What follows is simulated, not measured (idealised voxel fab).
This section sets out a process module, namely voxel self aligned vias.
Each square cell in cross-section cut measures 5 nm, and the section as a whole is 295 nm wide.
How to read a cross-section here: the picture is a grid of square cells, written as bands going from the top down, and any band can span one or more rows of cells. Per band: top height and bottom height in nm, followed by the left-to-right materials and their widths in nm; "all across" marks a single material spanning edge to edge, "air" marks empty space. Height datum 0, below which the as-received substrate wafer is one material. Lowest band open at the bottom, running downward: "0..down". Width: "30..40" (first number = top row, second number = bottom row, same change from row to row of cells). "nothing got changed" for a step: no cell of the cross-section changed in that step. Each empty space that has no open way to the top and spans at least 8 cells appears under "Enclosed void catalog" as width x height at distance, the distance counted from the left edge, all in nm. What comes after the settings on a step's line is commentary from the simulator itself on that step. overlay nm: mask right of planned place by this much (step with mask). Neg. = left.

-- Intended process steps
1) RECEIVE [material Si]
2) CONFORMAL_DEP [material SiO2] [thk nm 15]
3) CONFORMAL_DEP [material SiCN] [thk nm 5]
4) DIRECTIONAL_DEP [material lowk] [thk nm 25]
5) DIRECTIONAL_DEP [material aC] [thk nm 15]
6) PATTERN [tone open] [mask id LINES] [material resist] [width nm 25] [pitch nm 60] [thk nm 30] [overlay nm 0]
7) DIRECTIONAL_ETCH [etch materials aC] [depth nm 15]
8) STRIP [etch materials resist]
9) DIRECTIONAL_ETCH [etch materials lowk] [depth nm 25]
10) STRIP [etch materials aC]
11) CONFORMAL_DEP [material TiN] [thk nm 5]
12) FILL_DEP [material Ru] [thk nm 10]
13) CMP [height nm 45]
14) SELECTIVE_ETCH [etch materials W Ru TiN] [depth nm 5]
15) FILL_DEP [material SiN] [thk nm 5]
16) CMP [height nm 45]
17) DIRECTIONAL_DEP [material lowk] [thk nm 15]
18) PATTERN [tone open] [mask id VIAS] [material resist] [width nm 45] [pitch nm 60] [thk nm 15] [overlay nm 0]
19) DIRECTIONAL_ETCH [etch materials lowk] [depth nm 15]
20) DIRECTIONAL_ETCH [etch materials SiN] [depth nm 5]
21) STRIP [etch materials resist]
22) CONFORMAL_DEP [material TiN] [thk nm 5]
23) FILL_DEP [material Ru] [thk nm 10]
24) CMP [height nm 60]
25) CONFORMAL_DEP [material SiN] [thk nm 5]

-- Received-state cross-section, reflecting completion of step 1
* 0..down: Si all across
* Enclosed void catalog: none

-- First of two wafers, end-of-module section, run followed plan
* 65..60: SiN all across
* 60..50: lowk 65 nm / TiN 5 nm / Ru 35 nm / TiN 5 nm / lowk 15 nm / TiN 5 nm / Ru 35 nm / TiN 5 nm / lowk 15 nm / TiN 5 nm / Ru 35 nm / TiN 5 nm / lowk 65 nm
* 50..45: lowk 65 nm / TiN 15 nm / Ru 15 nm / TiN 15 nm / lowk 15 nm / TiN 15 nm / Ru 15 nm / TiN 15 nm / lowk 15 nm / TiN 15 nm / Ru 15 nm / TiN 15 nm / lowk 65 nm
* 45..40: lowk 75 nm / TiN 25 nm / lowk 35 nm / TiN 25 nm / lowk 35 nm / TiN 25 nm / lowk 75 nm
* 40..25: lowk 75 nm / TiN 5 nm / Ru 15 nm / TiN 5 nm / lowk 35 nm / TiN 5 nm / Ru 15 nm / TiN 5 nm / lowk 35 nm / TiN 5 nm / Ru 15 nm / TiN 5 nm / lowk 75 nm
* 25..20: lowk 75 nm / TiN 25 nm / lowk 35 nm / TiN 25 nm / lowk 35 nm / TiN 25 nm / lowk 75 nm
* 20..15: SiCN all across
* 15..0: SiO2 all across
* 0..down: Si all across
* Enclosed void catalog: none

-- Cross-sectional view of the second of two wafers upon completion of the module. This wafer shared its starting condition and process plan with the first; one error was made during its execution
* 75..60: SiN all across
* 60..50: lowk 65 nm / TiN 5 nm / Ru 35 nm / TiN 5 nm / lowk 15 nm / TiN 5 nm / Ru 35 nm / TiN 5 nm / lowk 15 nm / TiN 5 nm / Ru 35 nm / TiN 5 nm / lowk 65 nm
* 50..45: lowk 65 nm / TiN 15 nm / Ru 15 nm / TiN 15 nm / lowk 15 nm / TiN 15 nm / Ru 15 nm / TiN 15 nm / lowk 15 nm / TiN 15 nm / Ru 15 nm / TiN 15 nm / lowk 65 nm
* 45..40: lowk 75 nm / TiN 25 nm / lowk 35 nm / TiN 25 nm / lowk 35 nm / TiN 25 nm / lowk 75 nm
* 40..25: lowk 75 nm / TiN 5 nm / Ru 15 nm / TiN 5 nm / lowk 35 nm / TiN 5 nm / Ru 15 nm / TiN 5 nm / lowk 35 nm / TiN 5 nm / Ru 15 nm / TiN 5 nm / lowk 75 nm
* 25..20: lowk 75 nm / TiN 25 nm / lowk 35 nm / TiN 25 nm / lowk 35 nm / TiN 25 nm / lowk 75 nm
* 20..15: SiCN all across
* 15..0: SiO2 all across
* 0..down: Si all across
* Enclosed void catalog: none
Want to know what went wrong? planned and actual differ for step 25; actual: CONFORMAL_DEP [material SiN] [thk nm 15]
Looking at both finished wafers in cells, the second ends up ahead of or behind the first on some materials: SiN +118
